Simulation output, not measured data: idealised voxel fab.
Proc. module: voxel transistor to metal
Section shown: cut. Width: 210 nm. Cell size: 5 nm, square.
This document writes a cross-section as a grid whose cells are square, and gives it as bands, listed from the top down; one or more rows of cells form a band.
For a band, the entry starts with two heights in nm, that of the top and then that of the bottom, and carries on with the band's materials in order from left to right, each alongside its width in nm; the word "throughout" beside a single material means it fills the band edge to edge, and "blank" means empty space.
Height 0 is the level under which the wafer as received is all one material. The lowest band goes on downwards, as in "0 down".
Width "30..40": first value at the band's top row of cells, second value at its bottom row, equal change from row to row.
"nothing altered" means the step left every cell of the cross-section as it was.
Entry "Voids lacking openings". Content: empty spaces with no open connection to the top, size 8 cells or greater. Each: width x height at distance. Distance: from left edge. Unit: nm.
What comes after the settings on a step's line is commentary from the simulator itself on that step.
overlay nm: where the mask lay relative to plan, measured to the right, on steps with a mask; negatives go left.
Reading key. Pairs: pre-step and post-step cross-section, one process step apart; post-step view only to lowest changed band. Step between + settings: beneath pair. Runs: pairs may be from different runs of this module, same starting wafer. Continuation from pair above: only where "State on entry" entry says.

STATE ON ENTRY
    55 to 50  50 nm TiN / 10 nm blank / 85 nm TiN / 10 nm blank / 55 nm TiN
    50 to 35  45 nm SiO2 / 5 nm TiN / 10 nm blank / 5 nm TiN / 75 nm SiO2 / 5 nm TiN / 10 nm blank / 5 nm TiN / 50 nm SiO2
    35 to 30  45 nm SiN / 20 nm TiN / 75 nm SiN / 20 nm TiN / 50 nm SiN
    30 to 20  40 nm W / 5 nm TiN / 20 nm SiO2 / 5 nm TiN / 65 nm W / 5 nm TiN / 20 nm SiO2 / 5 nm TiN / 45 nm W
    20 to 15  40 nm W / 5 nm TiN / 20 nm SiO2 / 75 nm TiN / 20 nm SiO2 / 5 nm TiN / 45 nm W
    15 to 5  40..30 nm W / 5..15 nm TiN / 20 nm SiO2 / 10 nm TiN / 5 nm SiN / 5 nm HfO2 / 5 nm TiN / 25 nm W / 5 nm TiN / 5 nm HfO2 / 5 nm SiN / 10 nm TiN / 20 nm SiO2 / 5..15 nm TiN / 45..35 nm W
    5 to 0  35 nm TiN / 5 nm SiN / 5 nm TiN / 20 nm SiO2 / 10 nm TiN / 5 nm SiN / 5 nm HfO2 / 35 nm TiN / 5 nm HfO2 / 5 nm SiN / 10 nm TiN / 20 nm SiO2 / 5 nm TiN / 5 nm SiN / 40 nm TiN
    0 to -5  40 nm SiO2 / 35 nm pSi / 5 nm SiO2 / 45 nm HfO2 / 5 nm SiO2 / 35 nm pSi / 45 nm SiO2
    -5 to -30  40 nm SiO2 / 125 nm Si / 45 nm SiO2
    -30 down  Si throughout
    Voids lacking openings: none

STEP OUTCOME
    65 to 55  Cu throughout
    55 to 50  50 nm TiN / 10 nm Cu / 85 nm TiN / 10 nm Cu / 55 nm TiN
    50 to 35  45 nm SiO2 / 5 nm TiN / 10 nm Cu / 5 nm TiN / 75 nm SiO2 / 5 nm TiN / 10 nm Cu / 5 nm TiN / 50 nm SiO2
    Below 35, the layers are the same as they were.
    Voids lacking openings: none
The step that takes the structure from the upper cross-section to the lower one is FILL_DEP: material Cu, thk nm 10

State on entry: as in the pair right above, post-step view.

STEP OUTCOME
    50 to 35  45 nm SiO2 / 5 nm TiN / 10 nm Cu / 5 nm TiN / 75 nm SiO2 / 5 nm TiN / 10 nm Cu / 5 nm TiN / 50 nm SiO2
    Below 35, the layers are the same as they were.
    Voids lacking openings: none
The step that takes the structure from the upper cross-section to the lower one is CMP: height nm 50

State on entry: as in the pair right above, post-step view.

STEP OUTCOME
    55 to 50  40 nm blank / 30 nm Ru / 65 nm blank / 30 nm Ru / 45 nm blank
    Below 50, the layers are the same as they were.
    Voids lacking openings: none
The step that takes the structure from the upper cross-section to the lower one is EPI: material Ru, thk nm 5

State on entry: as in the pair right above, post-step view.

STEP OUTCOME
    60 to 55  SiCN throughout
    55 to 50  40 nm SiCN / 30 nm Ru / 65 nm SiCN / 30 nm Ru / 45 nm SiCN
    Below 50, the layers are the same as they were.
    Voids lacking openings: none
The step that takes the structure from the upper cross-section to the lower one is FILL_DEP: material SiCN, thk nm 5
